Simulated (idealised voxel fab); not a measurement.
This is a process module. Its name is voxel self aligned contacts.
Square cells of 5 nm make up the cross-section cut, whose width is 260 nm.
If you're reading a cross-section in this doc, picture square cells in a grid; it comes to you as bands, top ones listed first down to the bottom, and a band can be one or more rows of cells. Top, bottom (nm), then materials left to right with widths (nm); lone material tagged "edge to edge" fills the whole band edge to edge; "air" = empty space. Heights are expressed relative to 0, this being the level below which the as-received wafer comprises one material exclusively. The lowest band is unbounded in the downward direction and is denoted as in "0 and below". When a width is written as two numbers, as in "30 to 40", the first number is the width in the top row of cells of the band and the second is the width in its bottom row, and the width changes by the same amount from each row to the next. Where a step carries "no change", the cross-section came out of it unchanged, cell for cell. "Sealed void inventory": sealed empty spaces, 8 cells or more, no open way to top, listed width x height at distance, with distance from the left edge and width, height and distance in nm. Note: text after step settings on the step line = simulator remark on that step. Among the settings permitted on a step's line is "overlay nm"; applied to a step with a mask, it specifies the extent to which the mask lay to the right of its planned position, whereas a negative figure signifies a position to the left.

THIS SECTION LISTS THE PROCESS STEPS THAT WERE PLANNED
1: RECEIVE,material Si
2: CONFORMAL_DEP,material SiO2,thk nm 5
3: DIRECTIONAL_DEP,material polySi,thk nm 30
4: DIRECTIONAL_DEP,material SiN,thk nm 15
5: MASKED_ETCH,tone cover,mask id GATE,width nm 25,pitch nm 55,etch materials SiN,depth nm 15,overlay nm 0
6: MASKED_ETCH,tone cover,mask id GATE,width nm 25,pitch nm 55,etch materials polySi,depth nm 30,overlay nm 0
7: CONFORMAL_DEP,material SiN,thk nm 5
8: DIRECTIONAL_ETCH,etch materials SiN,depth nm 5
9: FILL_DEP,material SiO2,thk nm 20
10: CMP,height nm 60
11: PATTERN,tone open,mask id CONTACT,material resist,width nm 40,thk nm 20,overlay nm 0
12: DIRECTIONAL_ETCH,etch materials SiO2,depth nm 60
13: STRIP,etch materials resist
14: CONFORMAL_DEP,material TiN,thk nm 5
15: FILL_DEP,material Ru,thk nm 5
16: CMP,height nm 60
17: CONFORMAL_DEP,material SiCN,thk nm 5

RUN AS PLANNED: FIRST OF TWO WAFERS

RECEIVED-STATE CROSS-SECTION, REFLECTING COMPLETION OF STEP 1
  0 and below = Si edge to edge
  Sealed void inventory: none

THE FOLLOWING CROSS-SECTION DEPICTS THE WAFER UPON COMPLETION OF STEP 2
  5 down to 0 = SiO2 edge to edge
  Below a height of 0, the structure has not been altered.

THE FOLLOWING CROSS-SECTION DEPICTS THE WAFER UPON COMPLETION OF STEP 3
  35 down to 5 = polySi edge to edge
  Below a height of 5, the structure has not been altered.

THE FOLLOWING CROSS-SECTION DEPICTS THE WAFER UPON COMPLETION OF STEP 4
  50 down to 35 = SiN edge to edge
  Below a height of 35, the structure has not been altered.

THE FOLLOWING CROSS-SECTION DEPICTS THE WAFER UPON COMPLETION OF STEP 5
  50 down to 35 = air (90), SiN (25), air (30), SiN (25), air (90)
  Below a height of 35, the structure has not been altered.

THE FOLLOWING CROSS-SECTION DEPICTS THE WAFER UPON COMPLETION OF STEP 6
  50 down to 35 = air (90), SiN (25), air (30), SiN (25), air (90)
  35 down to 5 = air (90), polySi (25), air (30), polySi (25), air (90)
  Below a height of 5, the structure has not been altered.

THE FOLLOWING CROSS-SECTION DEPICTS THE WAFER UPON COMPLETION OF STEP 7
  55 down to 35 = air (85), SiN (35), air (20), SiN (35), air (85)
  35 down to 10 = air (85), SiN (5), polySi (25), SiN (5), air (20), SiN (5), polySi (25), SiN (5), air (85)
  10 down to 5 = SiN (90), polySi (25), SiN (30), polySi (25), SiN (90)
  Below a height of 5, the structure has not been altered.

THE FOLLOWING CROSS-SECTION DEPICTS THE WAFER UPON COMPLETION OF STEP 8
  50 down to 35 = air (85), SiN (35), air (20), SiN (35), air (85)
  35 down to 5 = air (85), SiN (5), polySi (25), SiN (5), air (20), SiN (5), polySi (25), SiN (5), air (85)
  Below a height of 5, the structure has not been altered.

THE FOLLOWING CROSS-SECTION DEPICTS THE WAFER UPON COMPLETION OF STEP 9
  70 down to 50 = SiO2 edge to edge
  50 down to 35 = SiO2 (85), SiN (35), SiO2 (20), SiN (35), SiO2 (85)
  35 down to 5 = SiO2 (85), SiN (5), polySi (25), SiN (5), SiO2 (20), SiN (5), polySi (25), SiN (5), SiO2 (85)
  Below a height of 5, the structure has not been altered.

THE FOLLOWING CROSS-SECTION DEPICTS THE WAFER UPON COMPLETION OF STEP 10
  60 down to 50 = SiO2 edge to edge
  Below a height of 50, the structure has not been altered.

THE FOLLOWING CROSS-SECTION DEPICTS THE WAFER UPON COMPLETION OF STEP 11
  80 down to 60 = resist (110), air (40), resist (110)
  Below a height of 60, the structure has not been altered.

THE FOLLOWING CROSS-SECTION DEPICTS THE WAFER UPON COMPLETION OF STEP 12
  80 down to 60 = resist (110), air (40), resist (110)
  60 down to 50 = SiO2 (110), air (40), SiO2 (110)
  50 down to 35 = SiO2 (85), SiN (35), air (20), SiN (35), SiO2 (85)
  35 down to 5 = SiO2 (85), SiN (5), polySi (25), SiN (5), air (20), SiN (5), polySi (25), SiN (5), SiO2 (85)
  5 down to 0 = SiO2 (120), air (20), SiO2 (120)
  Below a height of 0, the structure has not been altered.

THE FOLLOWING CROSS-SECTION DEPICTS THE WAFER UPON COMPLETION OF STEP 13
  60 down to 50 = SiO2 (110), air (40), SiO2 (110)
  Below a height of 50, the structure has not been altered.

THE FOLLOWING CROSS-SECTION DEPICTS THE WAFER UPON COMPLETION OF STEP 14
  65 down to 60 = TiN (115), air (30), TiN (115)
  60 down to 50 = SiO2 (110), TiN (5 to 15), air (30 to 10), TiN (5 to 15), SiO2 (110)
  50 down to 35 = SiO2 (85), SiN (35), TiN (5), air (10), TiN (5), SiN (35), SiO2 (85)
  35 down to 5 = SiO2 (85), SiN (5), polySi (25), SiN (5), TiN (5), air (10), TiN (5), SiN (5), polySi (25), SiN (5), SiO2 (85)
  5 down to 0 = SiO2 (120), TiN (20), SiO2 (120)
  Below a height of 0, the structure has not been altered.

THE FOLLOWING CROSS-SECTION DEPICTS THE WAFER UPON COMPLETION OF STEP 15
  70 down to 65 = Ru edge to edge
  65 down to 60 = TiN (115), Ru (30), TiN (115)
  60 down to 50 = SiO2 (110), TiN (5 to 15), Ru (30 to 10), TiN (5 to 15), SiO2 (110)
  50 down to 35 = SiO2 (85), SiN (35), TiN (5), Ru (10), TiN (5), SiN (35), SiO2 (85)
  35 down to 5 = SiO2 (85), SiN (5), polySi (25), SiN (5), TiN (5), Ru (10), TiN (5), SiN (5), polySi (25), SiN (5), SiO2 (85)
  Below a height of 5, the structure has not been altered.

THE FOLLOWING CROSS-SECTION DEPICTS THE WAFER UPON COMPLETION OF STEP 16
  60 down to 50 = SiO2 (110), TiN (5 to 15), Ru (30 to 10), TiN (5 to 15), SiO2 (110)
  Below a height of 50, the structure has not been altered.

THE FOLLOWING CROSS-SECTION DEPICTS THE WAFER UPON COMPLETION OF STEP 17
  65 down to 60 = SiCN edge to edge
  Below a height of 60, the structure has not been altered.

IT IS TO BE NOTED THAT THE SECOND WAFER PROCEEDED FROM THE SAME INITIAL STATE AND ACCORDING TO THE SAME PLAN AS THE FIRST, ALTHOUGH ONE MISTAKE WAS COMMITTED IN ITS EXECUTION; THROUGH STEP 10, INCLUSIVE, THE TWO WAFERS SHARE AN IDENTICAL HISTORY

CROSS-SECTION OF THE SECOND WAFER AT THE TIME BY WHICH STEP 11 SHOULD HAVE BEEN COMPLETED ACCORDING TO THE PLAN
  80 down to 60 = air (110), resist (40), air (110)
  Below a height of 60, the structure has not been altered.

CROSS-SECTION OF THE SECOND WAFER AT THE TIME BY WHICH STEP 12 SHOULD HAVE BEEN COMPLETED ACCORDING TO THE PLAN
  80 down to 60 = air (110), resist (40), air (110)
  60 down to 50 = air (110), SiO2 (40), air (110)
  50 down to 35 = air (85), SiN (35), SiO2 (20), SiN (35), air (85)
  35 down to 5 = air (85), SiN (5), polySi (25), SiN (5), SiO2 (20), SiN (5), polySi (25), SiN (5), air (85)
  5 down to 0 = air (85), SiO2 (90), air (85)
  Below a height of 0, the structure has not been altered.

CROSS-SECTION OF THE SECOND WAFER AT THE TIME BY WHICH STEP 13 SHOULD HAVE BEEN COMPLETED ACCORDING TO THE PLAN
  60 down to 50 = air (110), SiO2 (40), air (110)
  Below a height of 50, the structure has not been altered.

CROSS-SECTION OF THE SECOND WAFER AT THE TIME BY WHICH STEP 14 SHOULD HAVE BEEN COMPLETED ACCORDING TO THE PLAN
  65 down to 60 = air (105), TiN (50), air (105)
  60 down to 50 = air (105 to 80), TiN (5 to 30), SiO2 (40), TiN (5 to 30), air (105 to 80)
  50 down to 35 = air (80), TiN (5), SiN (35), SiO2 (20), SiN (35), TiN (5), air (80)
  35 down to 5 = air (80), TiN (5), SiN (5), polySi (25), SiN (5), SiO2 (20), SiN (5), polySi (25), SiN (5), TiN (5), air (80)
  5 down to 0 = TiN (85), SiO2 (90), TiN (85)
  Below a height of 0, the structure has not been altered.

CROSS-SECTION OF THE SECOND WAFER AT THE TIME BY WHICH STEP 15 SHOULD HAVE BEEN COMPLETED ACCORDING TO THE PLAN
  70 down to 65 = Ru edge to edge
  65 down to 60 = Ru (105), TiN (50), Ru (105)
  60 down to 50 = Ru (105 to 80), TiN (5 to 30), SiO2 (40), TiN (5 to 30), Ru (105 to 80)
  50 down to 35 = Ru (80), TiN (5), SiN (35), SiO2 (20), SiN (35), TiN (5), Ru (80)
  35 down to 5 = Ru (80), TiN (5), SiN (5), polySi (25), SiN (5), SiO2 (20), SiN (5), polySi (25), SiN (5), TiN (5), Ru (80)
  Below a height of 5, the structure has not been altered.

CROSS-SECTION OF THE SECOND WAFER AT THE TIME BY WHICH STEP 16 SHOULD HAVE BEEN COMPLETED ACCORDING TO THE PLAN
  60 down to 50 = Ru (105 to 80), TiN (5 to 30), SiO2 (40), TiN (5 to 30), Ru (105 to 80)
  Below a height of 50, the structure has not been altered.

CROSS-SECTION OF THE SECOND WAFER AT THE TIME BY WHICH STEP 17 SHOULD HAVE BEEN COMPLETED ACCORDING TO THE PLAN
  65 down to 60 = SiCN edge to edge
  Below a height of 60, the structure has not been altered.
What went wrong in running the wafer? step 11 was not run as planned; what actually ran was PATTERN,tone cover,mask id CONTACT,material resist,width nm 40,thk nm 20,overlay nm 0
Once processing is complete, comparing cell counts shows that the second wafer has more or fewer of certain materials than the first: +336 Ru; -372 SiO2; +36 TiN
